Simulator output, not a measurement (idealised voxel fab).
process module | voxel self aligned vias
cross-section cut | 190 nm wide | cells 5 nm
A cross-section is a grid of square cells, given in bands from the top down. A band is one or more rows of cells.
Each band's line starts with the height of the band's top and of its bottom, in nm. Then come its materials from left to right, each with its width in nm. One material with "throughout" fills the band from edge to edge. "air" is empty space.
Height 0 is the level under which the wafer as received is all one material. The lowest band goes on downwards, as in "0 down".
A width such as "30 to 40" changes by the same amount from each row of cells to the next, from the band's top row to its bottom row.
"no change" after a step means that no cell of the cross-section changed.
closed voids: empty space of 8 cells or more with no open way to the top, each as width x height at its distance from the left edge, in nm
after a step's settings: what the simulator itself notes on the step
overlay nm, on a step with a mask: how far to the right of its planned place the mask lay; to the left if negative
Each pair below shows a cross-section before one step and the cross-section after it, down to the lowest band that changed. The line under each pair gives the step between them, with its settings. The pairs can come from different runs of this module on the same starting wafer, so a pair continues from the pair above only where its "before" says so.
before
  65 to 50: SiO2 45 | air 40 | SiO2 105
  50 to 45: SiO2 55 | air 20 | SiO2 40 | SiN 20 | SiO2 55
  45 to 25: SiO2 55 | TiN 5 | Ru 10 | TiN 5 | SiO2 40 | TiN 5 | Ru 10 | TiN 5 | SiO2 55
  25 to 20: SiO2 55 | TiN 20 | SiO2 40 | TiN 20 | SiO2 55
  20 to 15: SiCN throughout
  15 to 0: SiO2 throughout
  0 down: Si throughout
  closed voids: none
after
  70 to 65: SiCN 50 | air 30 | SiCN 110
  65 to 55: SiO2 45 | SiCN 5 | air 30 | SiCN 5 | SiO2 105
  55 to 50: SiO2 45 | SiCN 15 | air 10 | SiCN 15 | SiO2 105
  50 to 45: SiO2 55 | SiCN 20 | SiO2 40 | SiN 20 | SiO2 55
  below 45: unchanged
  closed voids: none
the step between: op CONFORMAL_DEP | material SiCN | thk nm 5
before: the cross-section after the pair above
after
  75 to 70: Ru throughout
  70 to 65: SiCN 50 | Ru 30 | SiCN 110
  65 to 55: SiO2 45 | SiCN 5 | Ru 30 | SiCN 5 | SiO2 105
  55 to 50: SiO2 45 | SiCN 15 | Ru 10 | SiCN 15 | SiO2 105
  below 50: unchanged
  closed voids: none
the step between: op FILL_DEP | material Ru | thk nm 5
before: the cross-section after the pair above
after
  65 to 55: SiO2 45 | SiCN 5 | Ru 30 | SiCN 5 | SiO2 105
  below 55: unchanged
  closed voids: none
the step between: op CMP | height nm 65
before: the cross-section after the pair above
after
  70 to 65: SiN throughout
  below 65: unchanged
  closed voids: none
the step between: op CONFORMAL_DEP | material SiN | thk nm 5
before
  65 to 50: SiO2 throughout
  50 to 45: SiO2 55 | SiN 20 | SiO2 40 | SiN 20 | SiO2 55
  45 to 25: SiO2 55 | TiN 5 | Ru 10 | TiN 5 | SiO2 40 | TiN 5 | Ru 10 | TiN 5 | SiO2 55
  25 to 20: SiO2 55 | TiN 20 | SiO2 40 | TiN 20 | SiO2 55
  20 to 15: SiCN throughout
  15 to 0: SiO2 throughout
  0 down: Si throughout
  closed voids: none
after
  80 to 65: air 45 | resist 40 | air 105
  below 65: unchanged
  closed voids: none
the step between: op PATTERN | tone cover | mask id VIAS | material resist | width nm 40 | thk nm 15 | overlay nm 0
before: the cross-section after the pair above
after
  80 to 65: air 45 | resist 40 | air 105
  65 to 50: air 45 | SiO2 40 | air 105
  below 50: unchanged
  closed voids: none
the step between: op DIRECTIONAL_ETCH | etch materials SiO2 | depth nm 15
before: the cross-section after the pair above
after
  80 to 65: air 45 | resist 40 | air 105
  65 to 50: air 45 | SiO2 40 | air 105
  50 to 45: SiO2 55 | SiN 20 | SiO2 40 | air 20 | SiO2 55
  below 45: unchanged
  closed voids: none
the step between: op DIRECTIONAL_ETCH | etch materials SiN | depth nm 5
before: the cross-section after the pair above
after
  65 to 50: air 45 | SiO2 40 | air 105
  below 50: unchanged
  closed voids: none
the step between: op STRIP | etch materials resist
before: the cross-section after the pair above
after
  70 to 65: air 40 | TiN 50 | air 100
  65 to 55: air 40 | TiN 5 | SiO2 40 | TiN 5 | air 100
  55 to 50: TiN 45 | SiO2 40 | TiN 35 | air 10 | TiN 60
  50 to 45: SiO2 55 | SiN 20 | SiO2 40 | TiN 20 | SiO2 55
  below 45: unchanged
  closed voids: none
the step between: op CONFORMAL_DEP | material TiN | thk nm 5
before: the cross-section after the pair above
after
  75 to 70: Ru throughout
  70 to 65: Ru 40 | TiN 50 | Ru 100
  65 to 55: Ru 40 | TiN 5 | SiO2 40 | TiN 5 | Ru 100
  55 to 50: TiN 45 | SiO2 40 | TiN 35 | Ru 10 | TiN 60
  below 50: unchanged
  closed voids: none
the step between: op FILL_DEP | material Ru | thk nm 5
before: the cross-section after the pair above
after
  65 to 55: Ru 40 | TiN 5 | SiO2 40 | TiN 5 | Ru 100
  below 55: unchanged
  closed voids: none
the step between: op CMP | height nm 65
before: the cross-section after the pair above
after
  70 to 65: SiN throughout
  below 65: unchanged
  closed voids: none
the step between: op CONFORMAL_DEP | material SiN | thk nm 5
